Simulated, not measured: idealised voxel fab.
Title: Process Module voxel tone inversion
FYI the section here is cut, 280 nm wide, cells are 5 nm squares.
For the purposes of this document, a cross-section shall be understood as a grid of square cells, specified as bands listed in top-to-bottom order, each band consisting of one or more rows of cells.
Quick guide to a band line: top height, bottom height (nm) up front; then every material left to right with its width in nm. Only one material and it's marked "edge to edge"? Then it fills the band edge to edge. And "blank" just means empty space.
Convention: height 0 is the level below which the wafer, as received, is all one material. The lowest band does not terminate at the bottom but continues downward, represented as "0 down".
It should be noted that a width expressed as "30..40" varies in equal increments from row to row of cells within the band, taking the value of the first number at the top row and that of the second number at the bottom row.
"changes: none" (step): cross-section cells unchanged, all of them.
Look at "Sealed voids" for the closed voids: empty spaces with no open path to the top, sized 8 cells or up. Each is width x height at distance, distance from the left edge, all nm.
Note: text after step settings on the step line = simulator remark on that step.
The optional step-line setting "overlay nm" applies to steps with a mask and quantifies how far to the right of its planned location the mask lay, a negative value indicating leftward placement.

**The planned process steps are enumerated hereunder**
1. RECEIVE with material Si
2. CONFORMAL_DEP with material SiN, thk nm 10
3. DIRECTIONAL_DEP with material aC, thk nm 20
4. PATTERN with tone cover, mask id POSTS, material resist, width nm 25, pitch nm 40, thk nm 25, overlay nm 0
5. DIRECTIONAL_ETCH with etch materials aC, depth nm 20
6. STRIP with etch materials resist
7. FILL_DEP with material lowk, thk nm 5
8. CMP with height nm 30
9. STRIP with etch materials aC
10. CONFORMAL_DEP with material TiN, thk nm 5
11. FILL_DEP with material Ru, thk nm 5
12. CMP with height nm 30
13. CONFORMAL_DEP with material SiN, thk nm 5

**The cross-section here shows the wafer as received, i.e. in its state after step 1**
* 0 down | Si edge to edge
* Sealed voids: none

**Starting wafer: above. Plan: above. Run: one mistake. Cross-section after the module: below**
* 40 to 35 | SiN edge to edge
* 35 to 30 | TiN (90); Ru (15); TiN (25); Ru (15); TiN (25); Ru (15); TiN (95)
* 30 to 15 | lowk (85); TiN (5); Ru (15); TiN (5); lowk (15); TiN (5); Ru (15); TiN (5); lowk (15); TiN (5); Ru (15); TiN (5); lowk (90)
* 15 to 10 | lowk (85); TiN (25); lowk (15); TiN (25); lowk (15); TiN (25); lowk (90)
* 10 to 0 | SiN edge to edge
* 0 down | Si edge to edge
* Sealed voids: none
It is concluded that the wafer was processed incorrectly with respect to the plan, in that heads up, step 12 didn't go per plan, it actually ran as CMP with height nm 35
